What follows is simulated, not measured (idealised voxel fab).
The name of this process module is voxel capacitor over wiring.
Pictured: cross-section cut, 195 nm wide, on a grid of 5 nm square cells.
Cross-section layout: square cells on a grid; listed as bands, top to bottom; a band spans one or more cell rows. For a band, the entry starts with two heights in nm, that of the top and then that of the bottom, and carries on with the band's materials in order from left to right, each alongside its width in nm; the word "edge to edge" beside a single material means it fills the band edge to edge, and "air" means empty space. Below 0: as-received wafer, all one material; heights counted from there. Lowest band: no bottom, goes on down, written "0 and below". When a width is written as two numbers, as in "30 to 40", the first number is the width in the top row of cells of the band and the second is the width in its bottom row, and the width changes by the same amount from each row to the next. The cross-section has no changed cell in any step marked "nothing was modified". Entry "Voids, sealed". Content: empty spaces with no open connection to the top, size 8 cells or greater. Each: width x height at distance. Distance: from left edge. Unit: nm. Past the settings on a step's line: simulator remark, on that step. overlay nm: mask right of planned place by this much (step with mask). Neg. = left.
PLANNED PROCESS STEPS
1) RECEIVE with material Si
2) CONFORMAL_DEP with material SiO2, thk nm 10
3) DIRECTIONAL_DEP with material TiN, thk nm 5
4) DIRECTIONAL_DEP with material W, thk nm 25
5) PATTERN with tone cover, mask id METAL_1, material resist, width nm 25, pitch nm 90, thk nm 15, overlay nm 0
6) DIRECTIONAL_ETCH with etch materials W, depth nm 25
7) DIRECTIONAL_ETCH with etch materials TiN, depth nm 5
8) STRIP with etch materials resist
9) CONFORMAL_DEP with material SiN, thk nm 5
10) FILL_DEP with material SiO2, thk nm 5
11) CMP with height nm 40
12) CONFORMAL_DEP with material SiCN, thk nm 5
13) DIRECTIONAL_DEP with material SiO2, thk nm 20
14) DIRECTIONAL_DEP with material aC, thk nm 15
15) PATTERN with tone open, mask id PLUG_1, material resist, width nm 15, thk nm 35, overlay nm 0
16) DIRECTIONAL_ETCH with etch materials aC, depth nm 15
17) STRIP with etch materials resist
18) DIRECTIONAL_ETCH with etch materials SiO2, depth nm 20
19) DIRECTIONAL_ETCH with etch materials SiCN, depth nm 5
20) STRIP with etch materials aC
21) EPI with material Ru, thk nm 10
22) EPI with material Ru, thk nm 10
23) EPI with material Ru, thk nm 5
24) DIRECTIONAL_DEP with material TiN, thk nm 5
25) DIRECTIONAL_DEP with material Al2O3, thk nm 5
26) DIRECTIONAL_DEP with material TiN, thk nm 10
27) MASKED_ETCH with tone cover, mask id UPPER_PLATE, width nm 70, etch materials TiN, depth nm 10, overlay nm 0
28) MASKED_ETCH with tone cover, mask id UPPER_PLATE, width nm 70, etch materials Al2O3, depth nm 5, overlay nm 0
29) MASKED_ETCH with tone cover, mask id LOWER_PLATE, width nm 80, etch materials TiN, depth nm 5, overlay nm 0
30) FILL_DEP with material SiO2, thk nm 20
31) CMP with height nm 100
32) MASKED_ETCH with tone open, mask id PLUG_2, width nm 15, etch materials SiO2, depth nm 15, overlay nm 0
33) CONFORMAL_DEP with material TiN, thk nm 5
34) FILL_DEP with material Ru, thk nm 5
35) CMP with height nm 100
36) CONFORMAL_DEP with material SiCN, thk nm 5
AS RECEIVED, AFTER STEP 1
> 0 and below: Si edge to edge
> Voids, sealed: none
MODULE COMPLETE, CROSS-SECTION. STARTING POINT AND PLAN PER ABOVE. ONE MISTAKE MADE IN RUNNING THE MODULE
> 105 down to 100: SiCN edge to edge
> 100 down to 95: 60 nm SiO2 / 60 nm TiN / 75 nm SiO2
> 95 down to 90: 60 nm SiO2 / 5 nm TiN / 55 nm Al2O3 / 75 nm SiO2
> 90 down to 85: 45 nm SiO2 / 5 nm TiN / 10 nm SiO2 / 65 nm TiN / 70 nm SiO2
> 85 down to 75: 50 nm SiO2 / 15 nm TiN / 130 nm SiO2
> 75 down to 70: 50 nm SiO2 / 15 nm Al2O3 / 130 nm SiO2
> 70 down to 65: 50 nm SiO2 / 15 nm TiN / 130 nm SiO2
> 65 down to 45: SiO2 edge to edge
> 45 down to 40: SiCN edge to edge
> 40 down to 15: 35 nm SiO2 / 5 nm SiN / 25 nm W / 5 nm SiN / 55 nm SiO2 / 5 nm SiN / 25 nm W / 5 nm SiN / 35 nm SiO2
> 15 down to 10: 40 nm SiN / 25 nm TiN / 65 nm SiN / 25 nm TiN / 40 nm SiN
> 10 down to 0: SiO2 edge to edge
> 0 and below: Si edge to edge
> Voids, sealed: none
Short version of what went wrong: plan step 13 was twice executed
